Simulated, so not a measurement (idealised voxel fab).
process module | voxel spacer lines
cross-section cut | 265 nm wide | cells 5 nm
A cross-section is a grid of square cells, given in bands from the top down. A band is one or more rows of cells.
Each band's line starts with the height of the band's top and of its bottom, in nm. Then come its materials from left to right, each with its width in nm. One material with "throughout" fills the band from edge to edge. "air" is empty space.
Height 0 is the level under which the wafer as received is all one material. The lowest band goes on downwards, as in "0 down".
A width such as "30 to 40" changes by the same amount from each row of cells to the next, from the band's top row to its bottom row.
"no change" after a step means that no cell of the cross-section changed.
closed voids: empty space of 8 cells or more with no open way to the top, each as width x height at its distance from the left edge, in nm
after a step's settings: what the simulator itself notes on the step
overlay nm, on a step with a mask: how far to the right of its planned place the mask lay; to the left if negative
plan
1 op RECEIVE | material Si
2 op CONFORMAL_DEP | material Al2O3 | thk nm 10
3 op DIRECTIONAL_DEP | material TiN | thk nm 10
4 op DIRECTIONAL_DEP | material aC | thk nm 25
5 op PATTERN | tone cover | mask id MANDREL | material resist | width nm 20 | pitch nm 70 | thk nm 35 | overlay nm 0
6 op DIRECTIONAL_ETCH | etch materials aC | depth nm 25
7 op STRIP | etch materials resist
8 op CONFORMAL_DEP | material SiO2 | thk nm 15
9 op DIRECTIONAL_ETCH | etch materials SiO2 | depth nm 15
10 op STRIP | etch materials aC
11 op DIRECTIONAL_ETCH | etch materials TiN | depth nm 10
12 op STRIP | etch materials SiO2
as received, after step 1
  0 down: Si throughout
  closed voids: none
first wafer at the end, as planned
  20 to 10: air 35 | TiN 15 | air 20 | TiN 15 | air 20 | TiN 15 | air 20 | TiN 15 | air 20 | TiN 15 | air 20 | TiN 15 | air 40
  10 to 0: Al2O3 throughout
  0 down: Si throughout
  closed voids: none
second wafer at the end: like start, like plan, one mistake
  20 to 10: air 40 | TiN 15 | air 15 | TiN 15 | air 25 | TiN 15 | air 15 | TiN 15 | air 25 | TiN 15 | air 15 | TiN 15 | air 40
  10 to 0: Al2O3 throughout
  0 down: Si throughout
  closed voids: none
what went wrong: step 5 ran as: op PATTERN | tone cover | mask id MANDREL | material resist | width nm 15 | pitch nm 70 | thk nm 35 | overlay nm 0
at the end the second wafer has, in cells: as many of each material as the first, in other places
